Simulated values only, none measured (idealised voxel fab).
Presented below is a process module, voxel double patterning.
Section cut is 260 nm wide and gridded with 5 nm square cells.
A cross-section is written here as square cells arranged in a grid, and it is given in bands from the top down, each band taking up one or more rows of cells. Basically the band line says how high the top is and how high the bottom is, in nm, and then what's in it from left to right, every material with its width in nm. Empty space shows up as "empty", and if a single material carries "full width" it runs the full band edge to edge. Height is counted from the level 0, under which the received wafer is composed throughout of one material. The lowest of the bands is not closed at the bottom but continues downward, in the notation "from 0 down". Think of "30->40" as a width that walks from the first number to the second as you go down the band, top row to bottom row, taking equal-sized steps from row to row. "no change occurred" -> step changed no cross-section cell. Enclosed voids (no open way to top), threshold 8 cells or more, entry "Entrapped void list", notation width x height at distance, distance from left edge, nm. Note: text after step settings on the step line = simulator remark on that step. "overlay nm" on a masked step: distance the mask lay right of its planned place, negative for left.
## Here's what the planned process steps look like
1 RECEIVE, material Si
2 CONFORMAL_DEP, material SiO2, thk nm 5
3 DIRECTIONAL_DEP, material TiN, thk nm 10
4 DIRECTIONAL_DEP, material SiCN, thk nm 10
5 DIRECTIONAL_DEP, material aC, thk nm 10
6 PATTERN, tone open, mask id FIRST, material resist, width nm 15, pitch nm 50, thk nm 30, overlay nm 0
7 DIRECTIONAL_ETCH, etch materials aC, depth nm 10
8 STRIP, etch materials resist
9 DIRECTIONAL_ETCH, etch materials SiCN, depth nm 10
10 STRIP, etch materials aC
11 PATTERN, tone open, mask id SECOND, material resist, width nm 15, thk nm 15, overlay nm 0
12 DIRECTIONAL_ETCH, etch materials SiCN, depth nm 10
13 STRIP, etch materials resist
14 DIRECTIONAL_ETCH, etch materials TiN, depth nm 5
15 STRIP, etch materials SiCN
Be aware that, although all wafers share a common starting state, the depth nm at step 14 differs among them, and the plan displays the first wafer's value.
## Cross-sectional view of the first of several wafers in the as-received condition, corresponding to the state following step 1
- from 0 down  Si full width
- Entrapped void list: none
## Gained (+) or lost (-) cells of each material since receipt, then closed voids: one row per wafer, at the end of the module
depth nm 5, +52 SiO2, +95 TiN, Entrapped void list: none
depth nm 10, +52 SiO2, +86 TiN, Entrapped void list: none
depth nm 15, +52 SiO2, +86 TiN, Entrapped void list: none
depth nm 20, +52 SiO2, +86 TiN, Entrapped void list: none
depth nm 25, +52 SiO2, +86 TiN, Entrapped void list: none
